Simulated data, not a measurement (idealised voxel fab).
voxel spacer lines: a process module
Cross-sectional view cut (width: 295 nm; square cell size: 5 nm).
Cross-section, as written here: a square-cell grid given band by band from the top down, where a band holds one or more rows of cells.
Quick guide to a band line: top height, bottom height (nm) up front; then every material left to right with its width in nm. Only one material and it's marked "full width"? Then it fills the band edge to edge. And "empty" just means empty space.
Beneath 0, the wafer as received is one material, and that level is where height counting begins. The lowest band goes on downward without a bottom; it is written like "0 nm and below".
The two numbers in a width such as "30 to 40" mark its ends across the band: the first belongs to the top row of cells, the second to the bottom row, and from each row to the next the width moves by the same amount.
The cross-section has no changed cell in any step marked "no modifications".
"Enclosed voids": empty spaces of 8 cells or more with no open way to the top, each given as width x height at distance, distance from the left edge, all in nm.
Step line, after settings: the simulator's comment on this step.
overlay nm: mask right of planned place by this much (step with mask). Neg. = left.
Planned process steps:
1: RECEIVE, material Si
2: CONFORMAL_DEP, material Al2O3, thk nm 10
3: DIRECTIONAL_DEP, material SiN, thk nm 20
4: DIRECTIONAL_DEP, material aC, thk nm 30
5: PATTERN, tone cover, mask id MANDREL, material resist, width nm 15, pitch nm 60, thk nm 40, overlay nm 0
6: DIRECTIONAL_ETCH, etch materials aC, depth nm 30
7: STRIP, etch materials resist
8: CONFORMAL_DEP, material SiO2, thk nm 15
9: DIRECTIONAL_ETCH, etch materials SiO2, depth nm 15
10: STRIP, etch materials aC
11: DIRECTIONAL_ETCH, etch materials SiN, depth nm 20
12: STRIP, etch materials SiO2
13: FILL_DEP, material SiO2, thk nm 10
14: CMP, height nm 30
Cross-section of the incoming wafer, state after step 1:
    0 nm and below: Si full width
    Enclosed voids: none
Cross-section, first of two wafers, end of module, run as planned:
    30 nm to 10 nm: SiO2 65  SiN 15  SiO2 15  SiN 15  SiO2 15  SiN 15  SiO2 15  SiN 15  SiO2 15  SiN 15  SiO2 15  SiN 15  SiO2 65
    10 nm to 0 nm: Al2O3 full width
    0 nm and below: Si full width
    Enclosed voids: none
Second wafer of the two, sectioned at the end of the module. It began like the first and followed the same plan, but one mistake was made while running it:
    30 nm to 20 nm: SiO2 full width
    20 nm to 0 nm: SiO2 65  SiN 15  SiO2 15  SiN 15  SiO2 15  SiN 15  SiO2 15  SiN 15  SiO2 15  SiN 15  SiO2 15  SiN 15  SiO2 65
    0 nm and below: Si full width
    Enclosed voids: none
Deviation from plan: step 2 from the plan never happened, it was just skipped
The second wafer ends with more or fewer cells of some materials than the first, per final count: -118 Al2O3; +118 SiO2
